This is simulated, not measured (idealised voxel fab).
This is a process module. Its name is voxel trench capacitor.
Shown is cross-section cut, with a width of 165 nm and square cells of size 5 nm.
Cross-section = grid of square cells, listed top down in bands; band = one or more rows. Within each band entry, the heights of the top and of the bottom of the band appear first, in that order and in nm; the materials of the band then follow from left to right, each with its corresponding width in nm. The designation "throughout" on a single material indicates that it fills the band from edge to edge; the designation "blank" indicates empty space. All heights in this document are referenced to 0, defined as the level beneath which the wafer, as received, consists entirely of one material. The lowest band is not bounded below; it extends indefinitely downward and is written in the form "from 0 down". The width entry "30..40" should be interpreted row by row: the top row of cells in the band takes the first number, the bottom row takes the second number, and the change between adjacent rows is uniform throughout. For the purposes of this document, the phrase "no modifications" attached to a step denotes that no cell within the cross-section was modified by that step. Empty spaces without an open route to the top, at least 8 cells in extent, make up the entry "Unvented voids"; each is given as width x height at distance, where the distance is measured from the left edge, and all are in nm. On a step's line, text after the settings is the simulator commenting on that step. A step line may carry the setting "overlay nm", which, for steps involving a mask, states the distance by which the mask lay to the right of its intended position; negative values denote displacement to the left.

Process steps foreseen in the plan:
1 RECEIVE, material Si
2 CONFORMAL_DEP, material SiN, thk nm 5
3 DIRECTIONAL_DEP, material aC, thk nm 15
4 PATTERN, tone open, mask id TRENCH, material resist, width nm 15, pitch nm 40, thk nm 35, overlay nm 0
5 DIRECTIONAL_ETCH, etch materials aC, depth nm 15
6 STRIP, etch materials resist
7 DIRECTIONAL_ETCH, etch materials SiN, depth nm 5
8 DIRECTIONAL_ETCH, etch materials Si, depth nm 40
9 STRIP, etch materials aC
10 CONFORMAL_DEP, material Al2O3, thk nm 5
11 FILL_DEP, material polySi, thk nm 5
12 CMP, height nm 5

Cross-section, incoming material, after step 1:
	from 0 down: Si throughout
	Unvented voids: none

First of two wafers: cross-section at end of module, run per plan:
	from 5 to 0: 35 nm SiN, 5 nm Al2O3, 5 nm polySi, 5 nm Al2O3, 25 nm SiN, 5 nm Al2O3, 5 nm polySi, 5 nm Al2O3, 25 nm SiN, 5 nm Al2O3, 5 nm polySi, 5 nm Al2O3, 35 nm SiN
	from 0 to -35: 35 nm Si, 5 nm Al2O3, 5 nm polySi, 5 nm Al2O3, 25 nm Si, 5 nm Al2O3, 5 nm polySi, 5 nm Al2O3, 25 nm Si, 5 nm Al2O3, 5 nm polySi, 5 nm Al2O3, 35 nm Si
	from -35 to -40: 35 nm Si, 15 nm Al2O3, 25 nm Si, 15 nm Al2O3, 25 nm Si, 15 nm Al2O3, 35 nm Si
	from -40 down: Si throughout
	Unvented voids: none

Second wafer through the module, sectioned at the end: same beginning and same plan as the first wafer, with one mistake in carrying it out:
	from 5 to 0: 35 nm SiN, 5 nm Al2O3, 5 nm polySi, 5 nm Al2O3, 25 nm SiN, 5 nm Al2O3, 5 nm polySi, 5 nm Al2O3, 25 nm SiN, 5 nm Al2O3, 5 nm polySi, 5 nm Al2O3, 35 nm SiN
	from 0 to -25: 35 nm Si, 5 nm Al2O3, 5 nm polySi, 5 nm Al2O3, 25 nm Si, 5 nm Al2O3, 5 nm polySi, 5 nm Al2O3, 25 nm Si, 5 nm Al2O3, 5 nm polySi, 5 nm Al2O3, 35 nm Si
	from -25 to -30: 35 nm Si, 15 nm Al2O3, 25 nm Si, 15 nm Al2O3, 25 nm Si, 15 nm Al2O3, 35 nm Si
	from -30 down: Si throughout
	Unvented voids: none
Deviation from plan: step 8 ran with different settings than intended, the actual operation and settings being DIRECTIONAL_ETCH, etch materials Si, depth nm 30
Cell-count delta at end, second wafer over first, by material: 12 fewer of Al2O3 | 18 more of Si | 6 fewer of polySi
